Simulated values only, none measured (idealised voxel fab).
Process module, titled voxel self aligned contacts
cross-section cut | 205 nm wide | cells 5 nm
Cross-section format: a grid of square cells, given as bands from top to bottom; each band is one or more rows of cells.
In this notation a band is specified by the heights of its top and bottom, in that order and in nm, after which its materials appear from left to right, each paired with its width in nm. The word "all across" attached to a single material means that material fills the band from edge to edge; the word "air" stands for empty space.
Note: height 0 marks the level under which the wafer is uniformly one material as received. Lowest band unbounded below, written "0..down".
Graded width ("30..40"): value in top row of band = first number; value in bottom row = second number; row-to-row change constant.
"no alteration" -> step changed no cross-section cell.
"Sealed internal cavities" contains a list of empty spaces, each no smaller than 8 cells and without an open way to the top, written in the form width x height at distance with the distance from the left edge and all three in nm.
Whatever follows a step's settings on its line is a remark the simulator itself makes about that step.
overlay nm: where the mask lay relative to plan, measured to the right, on steps with a mask; negatives go left.

**The planned process steps are enumerated hereunder**
1,op RECEIVE | material Si
2,op OXIDIZE | depth nm 5
3,op DIRECTIONAL_DEP | material polySi | thk nm 20
4,op DIRECTIONAL_DEP | material SiN | thk nm 25
5,op MASKED_ETCH | tone cover | mask id GATE | width nm 30 | pitch nm 65 | etch materials SiN | depth nm 25 | overlay nm 0
6,op MASKED_ETCH | tone cover | mask id GATE | width nm 30 | pitch nm 65 | etch materials polySi | depth nm 20 | overlay nm 0
7,op CONFORMAL_DEP | material SiN | thk nm 10
8,op DIRECTIONAL_ETCH | etch materials SiN | depth nm 10
9,op FILL_DEP | material SiO2 | thk nm 20
10,op CMP | height nm 55
11,op DIRECTIONAL_DEP | material aC | thk nm 15
12,op PATTERN | tone open | mask id CONTACT | material resist | width nm 45 | thk nm 30 | overlay nm 0
13,op DIRECTIONAL_ETCH | etch materials aC | depth nm 15
14,op STRIP | etch materials resist
15,op DIRECTIONAL_ETCH | etch materials SiO2 | depth nm 60
16,op STRIP | etch materials aC
17,op CONFORMAL_DEP | material TiN | thk nm 5
18,op FILL_DEP | material Ru | thk nm 5
19,op CMP | height nm 55
20,op CONFORMAL_DEP | material SiCN | thk nm 5

**Step 1 complete: cross-section of the wafer as received**
0..down  Si all across
Sealed internal cavities: none

**Cross-section, first of two wafers, end of module, run as planned**
60..55  SiCN all across
55..45  SiO2 80  TiN 5..20  Ru 35..5  TiN 5..20  SiO2 80
45..20  SiO2 45  SiN 50  TiN 5  Ru 5  TiN 5  SiN 50  SiO2 45
20..0  SiO2 45  SiN 10  polySi 30  SiN 10  TiN 5  Ru 5  TiN 5  SiN 10  polySi 30  SiN 10  SiO2 45
0..-5  SiO2 95  TiN 15  SiO2 95
-5..down  Si all across
Sealed internal cavities: none

**Wafer two, end of module, cross-section. Same start, same plan as wafer one. One mistake in the run**
60..55  SiCN all across
55..25  SiO2 80  TiN 5  Ru 35  TiN 5  SiO2 80
25..20  SiO2 80  TiN 45  SiO2 80
20..0  polySi all across
0..-5  SiO2 all across
-5..down  Si all across
Sealed internal cavities: none
what went wrong: contrary to plan, step 4 was performed as op DIRECTIONAL_DEP | material SiO2 | thk nm 25
End of process, cell counts, second wafer against first, materials with more or fewer: Ru +25; SiN -132; SiO2 +1; TiN -10; polySi +116
